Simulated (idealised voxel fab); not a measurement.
Process module, titled voxel air gaps
Cross-section cut spans 155 nm and uses square cells 5 nm in size.
Bands, listed from the top down, are how a cross-section gets written in this document; the cross-section itself is a grid of square cells, and a band is one or more rows of them. A band entry consists of two parts. The first gives the height of the band's top and the height of its bottom, in nm. The rest lists the band's materials from left to right, each with its width in nm. A single material labelled with the word "all across" fills the band from edge to edge, and the word "air" marks empty space. The reference from which all heights are counted is 0, the level beneath which the as-received wafer is entirely one material; the lowest band, having no lower bound, proceeds downward and is written after the example "0..down". Width "30->40": first value at the band's top row of cells, second value at its bottom row, equal change from row to row. Any step labelled "nothing altered" changed none of the cells in the cross-section. Closed-off voids of 8+ cells (no open route to the top) go in "Unvented internal voids", written width x height at distance from the left edge, in nm. Read whatever lies past the settings on a step's line as the simulator's own remark about the step. "overlay nm" on a masked step: distance the mask lay right of its planned place, negative for left.
The following list gives the planned process steps:
1) RECEIVE with material Si
2) CONFORMAL_DEP with material SiO2, thk nm 15
3) CONFORMAL_DEP with material SiCN, thk nm 5
4) DIRECTIONAL_DEP with material lowk, thk nm 40
5) PATTERN with tone open, mask id LINES, material resist, width nm 15, pitch nm 40, thk nm 20, overlay nm 0
6) DIRECTIONAL_ETCH with etch materials lowk, depth nm 40
7) STRIP with etch materials resist
8) CONFORMAL_DEP with material TiN, thk nm 5
9) FILL_DEP with material W, thk nm 10
10) CMP with height nm 60
11) EPI with material Ru, thk nm 10
12) SELECTIVE_ETCH with etch materials lowk, depth nm 50
13) CONFORMAL_DEP with material SiCN, thk nm 5
Wafer cross-section on receipt, i.e. after step 1:
* 0..down = Si all across
* Unvented internal voids: none
Cross-sectional image of the first of two wafers at the end of the module, the run having proceeded as planned:
* 75..70 = air 15 | SiCN 125 | air 15
* 70..60 = air 15 | SiCN 5 | Ru 35 | SiCN 5 | Ru 35 | SiCN 5 | Ru 35 | SiCN 5 | air 15
* 60..55 = air 15 | SiCN 15 | TiN 5 | W 5 | TiN 5 | SiCN 25 | TiN 5 | W 5 | TiN 5 | SiCN 25 | TiN 5 | W 5 | TiN 5 | SiCN 15 | air 15
* 55..25 = air 25 | SiCN 5 | TiN 5 | W 5 | TiN 5 | SiCN 5 | air 15 | SiCN 5 | TiN 5 | W 5 | TiN 5 | SiCN 5 | air 15 | SiCN 5 | TiN 5 | W 5 | TiN 5 | SiCN 5 | air 25
* 25..20 = SiCN 30 | TiN 15 | SiCN 25 | TiN 15 | SiCN 25 | TiN 15 | SiCN 30
* 20..15 = SiCN all across
* 15..0 = SiO2 all across
* 0..down = Si all across
* Unvented internal voids: 15 x 30 at 50; 15 x 30 at 90
Cross-sectional view: second of two wafers, end of module; start and plan identical to the first, one mistake in running:
* 75..70 = SiCN all across
* 70..20 = Ru all across
* 20..15 = SiCN all across
* 15..0 = SiO2 all across
* 0..down = Si all across
* Unvented internal voids: none
Finding, execution versus plan: step 4: run off-plan, actual operation and settings DIRECTIONAL_DEP with material Ru, thk nm 40
Counted in cells at the end, the second wafer holds more or fewer of these materials than the first: 268 more of Ru | 76 fewer of SiCN | 51 fewer of TiN | 21 fewer of W
Final closed voids: first wafer 2, second wafer 0.
